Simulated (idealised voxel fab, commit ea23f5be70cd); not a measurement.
process module | voxel capacitor over wiring
cross-section cut | 175 nm wide | cells 5 nm
A cross-section is a grid of square cells, given in bands from the top down. A band is one or more rows of cells.
Each band's line starts with the height of the band's top and of its bottom, in nm. Then come its materials from left to right, each with its width in nm. One material with "throughout" fills the band from edge to edge. "air" is empty space.
Height 0 is the level under which the wafer as received is all one material. The lowest band goes on downwards, as in "0 down".
A width such as "30 to 40" changes by the same amount from each row of cells to the next, from the band's top row to its bottom row.
"no change" after a step means that no cell of the cross-section changed.
closed voids: empty space of 8 cells or more with no open way to the top, each as width x height at its distance from the left edge, in nm
after a step's settings: what the simulator itself notes on the step
overlay nm, on a step with a mask: how far to the right of its planned place the mask lay; to the left if negative
plan
1 op RECEIVE | material Si
2 op CONFORMAL_DEP | material SiO2 | thk nm 15
3 op DIRECTIONAL_DEP | material TiN | thk nm 5
4 op DIRECTIONAL_DEP | material Ru | thk nm 20
5 op PATTERN | tone cover | mask id METAL_1 | material resist | width nm 20 | pitch nm 70 | thk nm 15 | overlay nm 0
6 op DIRECTIONAL_ETCH | etch materials Ru | depth nm 20
7 op DIRECTIONAL_ETCH | etch materials TiN | depth nm 5
8 op STRIP | etch materials resist
9 op FILL_DEP | material lowk | thk nm 10
10 op CMP | height nm 40
11 op CONFORMAL_DEP | material SiCN | thk nm 5
12 op DIRECTIONAL_DEP | material SiO2 | thk nm 20
13 op PATTERN | tone open | mask id PLUG_1 | material resist | width nm 15 | thk nm 20 | overlay nm 0
14 op DIRECTIONAL_ETCH | etch materials SiO2 | depth nm 20
15 op DIRECTIONAL_ETCH | etch materials SiCN | depth nm 5
16 op STRIP | etch materials resist
17 op CONFORMAL_DEP | material TiN | thk nm 5
18 op FILL_DEP | material Ru | thk nm 10
19 op CMP | height nm 65
20 op DIRECTIONAL_DEP | material TiN | thk nm 5
21 op DIRECTIONAL_DEP | material SiN | thk nm 5
22 op DIRECTIONAL_DEP | material TiN | thk nm 5
23 op PATTERN | tone cover | mask id UPPER_PLATE | material resist | width nm 55 | thk nm 20 | overlay nm 0
24 op DIRECTIONAL_ETCH | etch materials TiN | depth nm 5
25 op DIRECTIONAL_ETCH | etch materials SiN | depth nm 5
26 op STRIP | etch materials resist
27 op MASKED_ETCH | tone cover | mask id LOWER_PLATE | width nm 65 | etch materials TiN | depth nm 5 | overlay nm 0
28 op FILL_DEP | material SiO2 | thk nm 15
29 op CMP | height nm 90
30 op DIRECTIONAL_DEP | material aC | thk nm 10
31 op PATTERN | tone open | mask id PLUG_2 | material resist | width nm 15 | thk nm 25 | overlay nm 0
32 op DIRECTIONAL_ETCH | etch materials aC | depth nm 10
33 op STRIP | etch materials resist
34 op DIRECTIONAL_ETCH | etch materials SiO2 | depth nm 10
35 op STRIP | etch materials aC
36 op CONFORMAL_DEP | material TiN | thk nm 5
37 op FILL_DEP | material W | thk nm 5
38 op CMP | height nm 90
39 op CONFORMAL_DEP | material SiCN | thk nm 5
first wafer, as planned
as received, after step 1
  0 down: Si throughout
  closed voids: none
after step 2
  15 to 0: SiO2 throughout
  below 0: unchanged
after step 3
  20 to 15: TiN throughout
  below 15: unchanged
after step 4
  40 to 20: Ru throughout
  below 20: unchanged
after step 5
  55 to 40: air 40 | resist 20 | air 50 | resist 20 | air 45
  below 40: unchanged
after step 6
  55 to 40: air 40 | resist 20 | air 50 | resist 20 | air 45
  40 to 20: air 40 | Ru 20 | air 50 | Ru 20 | air 45
  below 20: unchanged
after step 7
  55 to 40: air 40 | resist 20 | air 50 | resist 20 | air 45
  40 to 20: air 40 | Ru 20 | air 50 | Ru 20 | air 45
  20 to 15: air 40 | TiN 20 | air 50 | TiN 20 | air 45
  below 15: unchanged
after step 8
  40 to 20: air 40 | Ru 20 | air 50 | Ru 20 | air 45
  below 20: unchanged
after step 9
  50 to 40: lowk throughout
  40 to 20: lowk 40 | Ru 20 | lowk 50 | Ru 20 | lowk 45
  20 to 15: lowk 40 | TiN 20 | lowk 50 | TiN 20 | lowk 45
  below 15: unchanged
after step 10
  40 to 20: lowk 40 | Ru 20 | lowk 50 | Ru 20 | lowk 45
  below 20: unchanged
after step 11
  45 to 40: SiCN throughout
  below 40: unchanged
after step 12
  65 to 45: SiO2 throughout
  below 45: unchanged
after step 13
  85 to 65: resist 45 | air 15 | resist 115
  below 65: unchanged
after step 14
  85 to 65: resist 45 | air 15 | resist 115
  65 to 45: SiO2 45 | air 15 | SiO2 115
  below 45: unchanged
after step 15
  85 to 65: resist 45 | air 15 | resist 115
  65 to 45: SiO2 45 | air 15 | SiO2 115
  45 to 40: SiCN 45 | air 15 | SiCN 115
  below 40: unchanged
after step 16
  65 to 45: SiO2 45 | air 15 | SiO2 115
  below 45: unchanged
after step 17
  70 to 65: TiN 50 | air 5 | TiN 120
  65 to 45: SiO2 45 | TiN 5 | air 5 | TiN 5 | SiO2 115
  45 to 40: SiCN 45 | TiN 15 | SiCN 115
  below 40: unchanged
after step 18
  80 to 70: Ru throughout
  70 to 65: TiN 50 | Ru 5 | TiN 120
  65 to 45: SiO2 45 | TiN 5 | Ru 5 | TiN 5 | SiO2 115
  below 45: unchanged
after step 19
  65 to 45: SiO2 45 | TiN 5 | Ru 5 | TiN 5 | SiO2 115
  below 45: unchanged
after step 20
  70 to 65: TiN throughout
  below 65: unchanged
after step 21
  75 to 70: SiN throughout
  below 70: unchanged
after step 22
  80 to 75: TiN throughout
  below 75: unchanged
after step 23
  100 to 80: air 45 | resist 55 | air 75
  below 80: unchanged
after step 24
  100 to 80: air 45 | resist 55 | air 75
  80 to 75: air 45 | TiN 55 | air 75
  below 75: unchanged
after step 25
  100 to 80: air 45 | resist 55 | air 75
  80 to 75: air 45 | TiN 55 | air 75
  75 to 70: air 45 | SiN 55 | air 75
  below 70: unchanged
after step 26
  80 to 75: air 45 | TiN 55 | air 75
  below 75: unchanged
after step 27
  80 to 75: air 45 | TiN 55 | air 75
  75 to 70: air 45 | SiN 55 | air 75
  70 to 65: air 40 | TiN 65 | air 70
  below 65: unchanged
after step 28
  95 to 80: SiO2 throughout
  80 to 75: SiO2 45 | TiN 55 | SiO2 75
  75 to 70: SiO2 45 | SiN 55 | SiO2 75
  70 to 65: SiO2 40 | TiN 65 | SiO2 70
  below 65: unchanged
after step 29
  90 to 80: SiO2 throughout
  below 80: unchanged
after step 30
  100 to 90: aC throughout
  below 90: unchanged
after step 31
  125 to 100: resist 55 | air 15 | resist 105
  below 100: unchanged
after step 32
  115 to 100: resist 55 | air 15 | resist 105
  100 to 90: aC 55 | air 15 | aC 105
  below 90: unchanged
after step 33
  100 to 90: aC 55 | air 15 | aC 105
  below 90: unchanged
after step 34
  100 to 90: aC 55 | air 15 | aC 105
  90 to 80: SiO2 55 | air 15 | SiO2 105
  below 80: unchanged
after step 35
  90 to 80: SiO2 55 | air 15 | SiO2 105
  below 80: unchanged
after step 36
  95 to 90: TiN 60 | air 5 | TiN 110
  90 to 85: SiO2 55 | TiN 5 | air 5 | TiN 5 | SiO2 105
  85 to 75: SiO2 55 to 45 | TiN 15 to 55 | SiO2 105 to 75
  below 75: unchanged
after step 37
  100 to 95: W throughout
  95 to 90: TiN 60 | W 5 | TiN 110
  90 to 85: SiO2 55 | TiN 5 | W 5 | TiN 5 | SiO2 105
  below 85: unchanged
after step 38
  90 to 85: SiO2 55 | TiN 5 | W 5 | TiN 5 | SiO2 105
  below 85: unchanged
after step 39
  95 to 90: SiCN throughout
  below 90: unchanged
second wafer: like start, like plan, one mistake. Through step 10 it matches the first wafer
when step 11 should have ended
  60 to 40: SiO2 throughout
  below 40: unchanged
when step 12 should have ended
  65 to 60: SiCN throughout
  below 60: unchanged
when step 13 should have ended
  85 to 65: resist 45 | air 15 | resist 115
  below 65: unchanged
when step 14 should have ended: no change
when step 15 should have ended
  85 to 65: resist 45 | air 15 | resist 115
  65 to 60: SiCN 45 | air 15 | SiCN 115
  below 60: unchanged
when step 16 should have ended
  65 to 60: SiCN 45 | air 15 | SiCN 115
  below 60: unchanged
when step 17 should have ended
  70 to 65: TiN 50 | air 5 | TiN 120
  65 to 60: SiCN 45 | TiN 15 | SiCN 115
  below 60: unchanged
when step 18 should have ended
  80 to 70: Ru throughout
  70 to 65: TiN 50 | Ru 5 | TiN 120
  below 65: unchanged
when step 19 should have ended
  65 to 60: SiCN 45 | TiN 15 | SiCN 115
  below 60: unchanged
when step 20 should have ended
  70 to 65: TiN throughout
  below 65: unchanged
when step 21 should have ended
  75 to 70: SiN throughout
  below 70: unchanged
when step 22 should have ended
  80 to 75: TiN throughout
  below 75: unchanged
when step 23 should have ended
  100 to 80: air 45 | resist 55 | air 75
  below 80: unchanged
when step 24 should have ended
  100 to 80: air 45 | resist 55 | air 75
  80 to 75: air 45 | TiN 55 | air 75
  below 75: unchanged
when step 25 should have ended
  100 to 80: air 45 | resist 55 | air 75
  80 to 75: air 45 | TiN 55 | air 75
  75 to 70: air 45 | SiN 55 | air 75
  below 70: unchanged
when step 26 should have ended
  80 to 75: air 45 | TiN 55 | air 75
  below 75: unchanged
when step 27 should have ended
  80 to 75: air 45 | TiN 55 | air 75
  75 to 70: air 45 | SiN 55 | air 75
  70 to 65: air 40 | TiN 65 | air 70
  below 65: unchanged
when step 28 should have ended
  95 to 80: SiO2 throughout
  80 to 75: SiO2 45 | TiN 55 | SiO2 75
  75 to 70: SiO2 45 | SiN 55 | SiO2 75
  70 to 65: SiO2 40 | TiN 65 | SiO2 70
  below 65: unchanged
when step 29 should have ended
  90 to 80: SiO2 throughout
  below 80: unchanged
when step 30 should have ended
  100 to 90: aC throughout
  below 90: unchanged
when step 31 should have ended
  125 to 100: resist 55 | air 15 | resist 105
  below 100: unchanged
when step 32 should have ended
  115 to 100: resist 55 | air 15 | resist 105
  100 to 90: aC 55 | air 15 | aC 105
  below 90: unchanged
when step 33 should have ended
  100 to 90: aC 55 | air 15 | aC 105
  below 90: unchanged
when step 34 should have ended
  100 to 90: aC 55 | air 15 | aC 105
  90 to 80: SiO2 55 | air 15 | SiO2 105
  below 80: unchanged
when step 35 should have ended
  90 to 80: SiO2 55 | air 15 | SiO2 105
  below 80: unchanged
when step 36 should have ended
  95 to 90: TiN 60 | air 5 | TiN 110
  90 to 85: SiO2 55 | TiN 5 | air 5 | TiN 5 | SiO2 105
  85 to 75: SiO2 55 to 45 | TiN 15 to 55 | SiO2 105 to 75
  below 75: unchanged
when step 37 should have ended
  100 to 95: W throughout
  95 to 90: TiN 60 | W 5 | TiN 110
  90 to 85: SiO2 55 | TiN 5 | W 5 | TiN 5 | SiO2 105
  below 85: unchanged
when step 38 should have ended
  90 to 85: SiO2 55 | TiN 5 | W 5 | TiN 5 | SiO2 105
  below 85: unchanged
when step 39 should have ended
  95 to 90: SiCN throughout
  below 90: unchanged
what went wrong: steps 11 and 12 were swapped
at the end the second wafer has, in cells: 4 fewer of Ru | 12 more of SiO2 | 8 fewer of TiN
